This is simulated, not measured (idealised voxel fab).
Herein follows the process module entitled voxel gate over fins.
Cross-section cut spans 220 nm and uses square cells 5 nm in size.
We lay out every cross-section as a grid of square cells and spell it out in bands from the top down, where one band means one or more rows of cells. Band: top height; bottom height; in nm. Then, left to right: material with width in nm, for each material. "throughout": a single material spanning edge to edge. "blank": empty space. Beneath 0, the wafer as received is one material, and that level is where height counting begins. The lowest band goes on downward without a bottom; it is written like "0 down". A width such as "30..40" changes by the same amount from each row of cells to the next, from the band's top row to its bottom row. "remains unaltered" -> step changed no cross-section cell. "closed voids": sealed empty spaces, 8 cells or more, no open way to top, listed width x height at distance, with distance from the left edge and width, height and distance in nm. Note: text after step settings on the step line = simulator remark on that step. The "overlay nm" setting may appear on a step's line; for a step that uses a mask, it gives how far to the right of its planned position the mask lay, and a negative value indicates the left.

Set out below are the planned steps of the process:
1. RECEIVE with material Si
2. CONFORMAL_DEP with material SiN, thk nm 5
3. DIRECTIONAL_DEP with material aC, thk nm 10
4. PATTERN with tone cover, mask id FINS, material resist, width nm 15, pitch nm 40, thk nm 25, overlay nm 0
5. DIRECTIONAL_ETCH with etch materials aC, depth nm 10
6. STRIP with etch materials resist
7. DIRECTIONAL_ETCH with etch materials SiN, depth nm 5
8. DIRECTIONAL_ETCH with etch materials Si, depth nm 40
9. STRIP with etch materials aC
10. OXIDIZE with depth nm 5
11. FILL_DEP with material SiO2, thk nm 5
12. CMP with height nm 5
13. SELECTIVE_ETCH with etch materials SiO2, depth nm 15
14. STRIP with etch materials SiN
15. CONFORMAL_DEP with material HfO2, thk nm 5
16. CONFORMAL_DEP with material TiN, thk nm 5
17. CONFORMAL_DEP with material TiAl, thk nm 5
18. CONFORMAL_DEP with material TiN, thk nm 5
19. FILL_DEP with material W, thk nm 10
20. CMP with height nm 25
21. CONFORMAL_DEP with material SiCN, thk nm 10
Every wafer here starts from the same state; it is the step 4 width nm that distinguishes them, and the value the plan gives belongs to the first wafer.

Cross-section of the first of several received wafers, showing its state after step 1:
- 0 down = Si throughout
- closed voids: none

Rows = wafers. At module end, each row lists per material the cells gained (+) or lost (-) since the wafer was received, then the closed voids:
width nm 15 | +60 HfO2 | -360 Si | +88 SiCN | +280 SiO2 | +60 TiAl | +114 TiN | +66 W | closed voids: none
width nm 20 | +60 HfO2 | -324 Si | +88 SiCN | +252 SiO2 | +60 TiAl | +108 TiN | +64 W | closed voids: none
width nm 25 | +60 HfO2 | -288 Si | +88 SiCN | +224 SiO2 | +54 TiAl | +108 TiN | +62 W | closed voids: none
